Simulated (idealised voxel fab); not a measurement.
Herein follows the process module entitled voxel transistor to metal.
We display cut, a cross-section 290 nm in width whose square cells are each 5 nm.
If you're reading a cross-section in this doc, picture square cells in a grid; it comes to you as bands, top ones listed first down to the bottom, and a band can be one or more rows of cells. Heads up on the band format: heights come first, top then bottom, in nm. After that it's the materials left to right, each with its width in nm. A single material flagged "edge to edge" fills the whole band edge to edge, and "empty" means there's empty space there. Heights are measured from 0, the level below which the as-received wafer is all one material; the lowest band has no bottom and continues downward, written as in "0 nm and below". Think of "30->40" as a width that walks from the first number to the second as you go down the band, top row to bottom row, taking equal-sized steps from row to row. Where the words "no modification" appear for a step, the cross-section shows no cell changed by that step; every cell remained as before. Look at "Sealed internal cavities" for the closed voids: empty spaces with no open path to the top, sized 8 cells or up. Each is width x height at distance, distance from the left edge, all nm. Read whatever lies past the settings on a step's line as the simulator's own remark about the step. overlay nm: for a step with a mask, the amount by which the mask lay right of where it was planned; a negative amount means left of it.
The process steps that were planned are listed below
| 1 | RECEIVE: material Si |
| 2 | OXIDIZE: depth nm 5 |
| 3 | CONFORMAL_DEP: material SiN, thk nm 10 |
| 4 | MASKED_ETCH: tone cover, mask id ACTIVE, width nm 95, pitch nm 115, etch materials SiN, depth nm 10, overlay nm 0 |
| 5 | MASKED_ETCH: tone cover, mask id ACTIVE, width nm 95, pitch nm 115, etch materials SiO2, depth nm 5, overlay nm 0 |
| 6 | MASKED_ETCH: tone cover, mask id ACTIVE, width nm 95, pitch nm 115, etch materials Si, depth nm 35, overlay nm 0 |
| 7 | FILL_DEP: material SiO2, thk nm 10 |
| 8 | CMP: height nm 10 |
| 9 | SELECTIVE_ETCH: etch materials SiO2, depth nm 5 |
| 10 | STRIP: etch materials SiN |
| 11 | SELECTIVE_ETCH: etch materials SiO2, depth nm 5 |
| 12 | OXIDIZE: depth nm 5 |
| 13 | DIRECTIONAL_DEP: material polySi, thk nm 20 |
| 14 | DIRECTIONAL_DEP: material SiCN, thk nm 10 |
| 15 | MASKED_ETCH: tone cover, mask id GATE, width nm 15, pitch nm 115, etch materials SiCN, depth nm 20, overlay nm 0 |
| 16 | MASKED_ETCH: tone cover, mask id GATE, width nm 15, pitch nm 115, etch materials polySi, depth nm 30, overlay nm 0 |
| 17 | CONFORMAL_DEP: material SiO2, thk nm 5 |
| 18 | DIRECTIONAL_ETCH: etch materials SiO2, depth nm 5 |
| 19 | CONFORMAL_DEP: material SiN, thk nm 10 |
| 20 | DIRECTIONAL_ETCH: etch materials SiN, depth nm 10 |
| 21 | DIRECTIONAL_ETCH: etch materials SiO2, depth nm 5 |
| 22 | DIRECTIONAL_ETCH: etch materials Si, depth nm 10 |
| 23 | EPI: material nSi, thk nm 10 |
| 24 | FILL_DEP: material SiO2, thk nm 10 |
| 25 | CMP: height nm 25 |
| 26 | DIRECTIONAL_DEP: material SiO2, thk nm 15 |
| 27 | PATTERN: tone open, mask id CONTACT, material resist, width nm 20, thk nm 15, overlay nm 0 |
| 28 | DIRECTIONAL_ETCH: etch materials SiO2, depth nm 40 |
| 29 | STRIP: etch materials resist |
| 30 | CONFORMAL_DEP: material TiN, thk nm 5 |
| 31 | FILL_DEP: material W, thk nm 10 |
| 32 | CMP: height nm 40 |
| 33 | CONFORMAL_DEP: material SiN, thk nm 5 |
| 34 | DIRECTIONAL_DEP: material lowk, thk nm 20 |
| 35 | DIRECTIONAL_DEP: material aC, thk nm 10 |
| 36 | PATTERN: tone open, mask id METAL_1, material resist, width nm 20, thk nm 25, overlay nm 0 |
| 37 | DIRECTIONAL_ETCH: etch materials aC, depth nm 10 |
| 38 | STRIP: etch materials resist |
| 39 | DIRECTIONAL_ETCH: etch materials lowk, depth nm 20 |
| 40 | DIRECTIONAL_ETCH: etch materials SiN, depth nm 5 |
| 41 | STRIP: etch materials aC |
| 42 | CONFORMAL_DEP: material TiN, thk nm 5 |
| 43 | FILL_DEP: material Cu, thk nm 5 |
| 44 | CMP: height nm 65 |
| 45 | CONFORMAL_DEP: material SiCN, thk nm 5 |
| 46 | DIRECTIONAL_DEP: material lowk, thk nm 30 |
| 47 | DIRECTIONAL_DEP: material aC, thk nm 15 |
| 48 | PATTERN: tone open, mask id METAL_2, material resist, width nm 20, pitch nm 115, thk nm 35, overlay nm 0 |
| 49 | DIRECTIONAL_ETCH: etch materials aC, depth nm 15 |
| 50 | STRIP: etch materials resist |
| 51 | DIRECTIONAL_ETCH: etch materials lowk, depth nm 20 |
| 52 | STRIP: etch materials aC |
| 53 | MASKED_ETCH: tone open, mask id METAL_2_HOLES, width nm 15, pitch nm 115, etch materials lowk, depth nm 10, overlay nm 0 |
| 54 | MASKED_ETCH: tone open, mask id METAL_2_HOLES, width nm 15, pitch nm 115, etch materials SiCN, depth nm 5, overlay nm 0 |
| 55 | CONFORMAL_DEP: material TiN, thk nm 5 |
| 56 | FILL_DEP: material Cu, thk nm 5 |
| 57 | CMP: height nm 100 |
| 58 | CONFORMAL_DEP: material SiCN, thk nm 5 |
As-received state of the wafer in cross-section, equivalent to post-step 1
	0 nm and below  Si edge to edge
	Sealed internal cavities: none
Run as planned - first of the two wafers cross-sectioned at the end of the module
	105 nm to 100 nm  SiCN edge to edge
	100 nm to 85 nm  lowk 45 nm  TiN 5 nm  Cu 10 nm  TiN 5 nm  lowk 95 nm  TiN 5 nm  Cu 10 nm  TiN 5 nm  lowk 110 nm
	85 nm to 80 nm  lowk 45 nm  TiN 5 nm  Cu 5 nm  TiN 10 nm  lowk 95 nm  TiN 5 nm  Cu 5 nm  TiN 10 nm  lowk 110 nm
	80 nm to 70 nm  lowk 45 nm  TiN 5 nm  Cu 5 nm  TiN 5 nm  lowk 100 nm  TiN 5 nm  Cu 5 nm  TiN 5 nm  lowk 115 nm
	70 nm to 65 nm  SiCN 45 nm  TiN 15 nm  SiCN 100 nm  TiN 15 nm  SiCN 115 nm
	65 nm to 45 nm  lowk 45 nm  TiN 5 nm  Cu 10 nm  TiN 5 nm  lowk 45 nm  TiN 5 nm  Cu 10 nm  TiN 5 nm  lowk 30 nm  TiN 5 nm  Cu 10 nm  TiN 5 nm  lowk 45 nm  TiN 5 nm  Cu 10 nm  TiN 5 nm  lowk 45 nm
	45 nm to 40 nm  SiN 45 nm  TiN 20 nm  SiN 45 nm  TiN 20 nm  SiN 30 nm  TiN 20 nm  SiN 45 nm  TiN 20 nm  SiN 45 nm
	40 nm to 25 nm  SiO2 45 nm  TiN 5 nm  W 10 nm  TiN 5 nm  SiO2 45 nm  TiN 5 nm  W 10 nm  TiN 5 nm  SiO2 30 nm  TiN 5 nm  W 10 nm  TiN 5 nm  SiO2 45 nm  TiN 5 nm  W 10 nm  TiN 5 nm  SiO2 45 nm
	25 nm to 15 nm  SiO2 45 nm  TiN 5 nm  W 10 nm  TiN 5 nm  SiN 10 nm  SiO2 5 nm  SiCN 15 nm  SiO2 5 nm  SiN 10 nm  TiN 5 nm  W 10 nm  TiN 5 nm  SiO2 30 nm  TiN 5 nm  W 10 nm  TiN 5 nm  SiN 10 nm  SiO2 5 nm  SiCN 15 nm  SiO2 5 nm  SiN 10 nm  TiN 5 nm  W 10 nm  TiN 5 nm  SiO2 45 nm
	15 nm to 5 nm  SiO2 45 nm  TiN 5 nm  W 10 nm  TiN 5 nm  SiN 10 nm  SiO2 5 nm  polySi 15 nm  SiO2 5 nm  SiN 10 nm  TiN 5 nm  W 10 nm  TiN 5 nm  SiO2 30 nm  TiN 5 nm  W 10 nm  TiN 5 nm  SiN 10 nm  SiO2 5 nm  polySi 15 nm  SiO2 5 nm  SiN 10 nm  TiN 5 nm  W 10 nm  TiN 5 nm  SiO2 45 nm
	5 nm to 0 nm  SiO2 45 nm  TiN 20 nm  SiN 10 nm  SiO2 5 nm  polySi 15 nm  SiO2 5 nm  SiN 10 nm  TiN 20 nm  SiO2 30 nm  TiN 20 nm  SiN 10 nm  SiO2 5 nm  polySi 15 nm  SiO2 5 nm  SiN 10 nm  TiN 20 nm  SiO2 45 nm
	0 nm to -5 nm  SiO2 40 nm  SiN 10 nm  nSi 15 nm  SiN 10 nm  SiO2 5 nm  polySi 15 nm  SiO2 5 nm  SiN 10 nm  nSi 15 nm  SiN 10 nm  SiO2 20 nm  SiN 10 nm  nSi 15 nm  SiN 10 nm  SiO2 5 nm  polySi 15 nm  SiO2 5 nm  SiN 10 nm  nSi 15 nm  SiN 10 nm  SiO2 40 nm
	-5 nm to -10 nm  SiO2 50 nm  nSi 15 nm  SiO2 45 nm  nSi 15 nm  SiO2 40 nm  nSi 15 nm  SiO2 45 nm  nSi 15 nm  SiO2 50 nm
	-10 nm to -20 nm  SiO2 40 nm  Si 10 nm  nSi 15 nm  Si 45 nm  nSi 15 nm  Si 10 nm  SiO2 20 nm  Si 10 nm  nSi 15 nm  Si 45 nm  nSi 15 nm  Si 10 nm  SiO2 40 nm
	-20 nm to -40 nm  SiO2 40 nm  Si 95 nm  SiO2 20 nm  Si 95 nm  SiO2 40 nm
	-40 nm and below  Si edge to edge
	Sealed internal cavities: none
Now the second wafer, cross-sectioned at the end of the module. Nothing different at the start, nothing different in the plan compared with the first, just one mistake when it was actually run
	105 nm to 100 nm  SiCN edge to edge
	100 nm to 85 nm  lowk 45 nm  TiN 5 nm  Cu 10 nm  TiN 5 nm  lowk 95 nm  TiN 5 nm  Cu 10 nm  TiN 5 nm  lowk 110 nm
	85 nm to 80 nm  lowk 45 nm  TiN 5 nm  Cu 5 nm  TiN 10 nm  lowk 95 nm  TiN 5 nm  Cu 5 nm  TiN 10 nm  lowk 110 nm
	80 nm to 70 nm  lowk 45 nm  TiN 5 nm  Cu 5 nm  TiN 5 nm  lowk 100 nm  TiN 5 nm  Cu 5 nm  TiN 5 nm  lowk 115 nm
	70 nm to 65 nm  SiCN 45 nm  TiN 15 nm  SiCN 100 nm  TiN 15 nm  SiCN 115 nm
	65 nm to 45 nm  lowk 45 nm  TiN 5 nm  Cu 10 nm  TiN 5 nm  lowk 45 nm  TiN 5 nm  Cu 10 nm  TiN 5 nm  lowk 30 nm  TiN 5 nm  Cu 10 nm  TiN 5 nm  lowk 45 nm  TiN 5 nm  Cu 10 nm  TiN 5 nm  lowk 45 nm
	45 nm to 40 nm  SiN 45 nm  TiN 20 nm  SiN 45 nm  TiN 20 nm  SiN 30 nm  TiN 20 nm  SiN 45 nm  TiN 20 nm  SiN 45 nm
	40 nm to 25 nm  SiO2 45 nm  TiN 5 nm  W 10 nm  TiN 5 nm  SiO2 45 nm  TiN 5 nm  W 10 nm  TiN 5 nm  SiO2 30 nm  TiN 5 nm  W 10 nm  TiN 5 nm  SiO2 45 nm  TiN 5 nm  W 10 nm  TiN 5 nm  SiO2 45 nm
	25 nm to 20 nm  SiO2 45 nm  TiN 5 nm  W 10 nm  TiN 5 nm  SiN 10 nm  SiO2 5 nm  SiCN 15 nm  SiO2 5 nm  SiN 10 nm  TiN 5 nm  W 10 nm  TiN 5 nm  SiO2 30 nm  TiN 5 nm  W 10 nm  TiN 5 nm  SiN 10 nm  SiO2 5 nm  SiCN 15 nm  SiO2 5 nm  SiN 10 nm  TiN 5 nm  W 10 nm  TiN 5 nm  SiO2 45 nm
	20 nm to 15 nm  SiO2 45 nm  TiN 5 nm  W 10 nm  TiN 5 nm  SiN 10 nm  SiO2 5 nm  SiCN 15 nm  SiO2 5 nm  SiN 10 nm  TiN 20 nm  SiO2 30 nm  TiN 5 nm  W 10 nm  TiN 5 nm  SiN 10 nm  SiO2 5 nm  SiCN 15 nm  SiO2 5 nm  SiN 10 nm  TiN 20 nm  SiO2 45 nm
	15 nm to 5 nm  SiO2 45 nm  TiN 5 nm  W 10 nm  TiN 5 nm  SiN 10 nm  SiO2 5 nm  polySi 25 nm  SiO2 5 nm  SiN 10 nm  TiN 10 nm  SiO2 30 nm  TiN 5 nm  W 10 nm  TiN 5 nm  SiN 10 nm  SiO2 5 nm  polySi 25 nm  SiO2 5 nm  SiN 10 nm  TiN 10 nm  SiO2 45 nm
	5 nm to 0 nm  SiO2 45 nm  TiN 20 nm  SiN 10 nm  SiO2 5 nm  polySi 25 nm  SiO2 5 nm  SiN 10 nm  TiN 10 nm  SiO2 30 nm  TiN 20 nm  SiN 10 nm  SiO2 5 nm  polySi 25 nm  SiO2 5 nm  SiN 10 nm  TiN 10 nm  SiO2 45 nm
	0 nm to -5 nm  SiO2 40 nm  SiN 10 nm  nSi 15 nm  SiN 10 nm  SiO2 5 nm  polySi 25 nm  SiO2 5 nm  SiN 10 nm  nSi 5 nm  SiN 10 nm  SiO2 20 nm  SiN 10 nm  nSi 15 nm  SiN 10 nm  SiO2 5 nm  polySi 25 nm  SiO2 5 nm  SiN 10 nm  nSi 5 nm  SiN 10 nm  SiO2 40 nm
	-5 nm to -10 nm  SiO2 50 nm  nSi 15 nm  SiO2 55 nm  nSi 5 nm  SiO2 40 nm  nSi 15 nm  SiO2 55 nm  nSi 5 nm  SiO2 50 nm
	-10 nm to -20 nm  SiO2 40 nm  Si 10 nm  nSi 15 nm  Si 55 nm  nSi 5 nm  Si 10 nm  SiO2 20 nm  Si 10 nm  nSi 15 nm  Si 55 nm  nSi 5 nm  Si 10 nm  SiO2 40 nm
	-20 nm to -40 nm  SiO2 40 nm  Si 95 nm  SiO2 20 nm  Si 95 nm  SiO2 40 nm
	-40 nm and below  Si edge to edge
	Sealed internal cavities: none
Nonconformance to the process plan: step 16: run off-plan, actual operation and settings MASKED_ETCH: tone cover, mask id GATE, width nm 15, pitch nm 115, etch materials polySi, depth nm 30, overlay nm 10
End of process, cell counts, second wafer against first, materials with more or fewer: 8 more of Si, 4 more of SiO2, 12 fewer of W, 16 fewer of nSi, 16 more of polySi
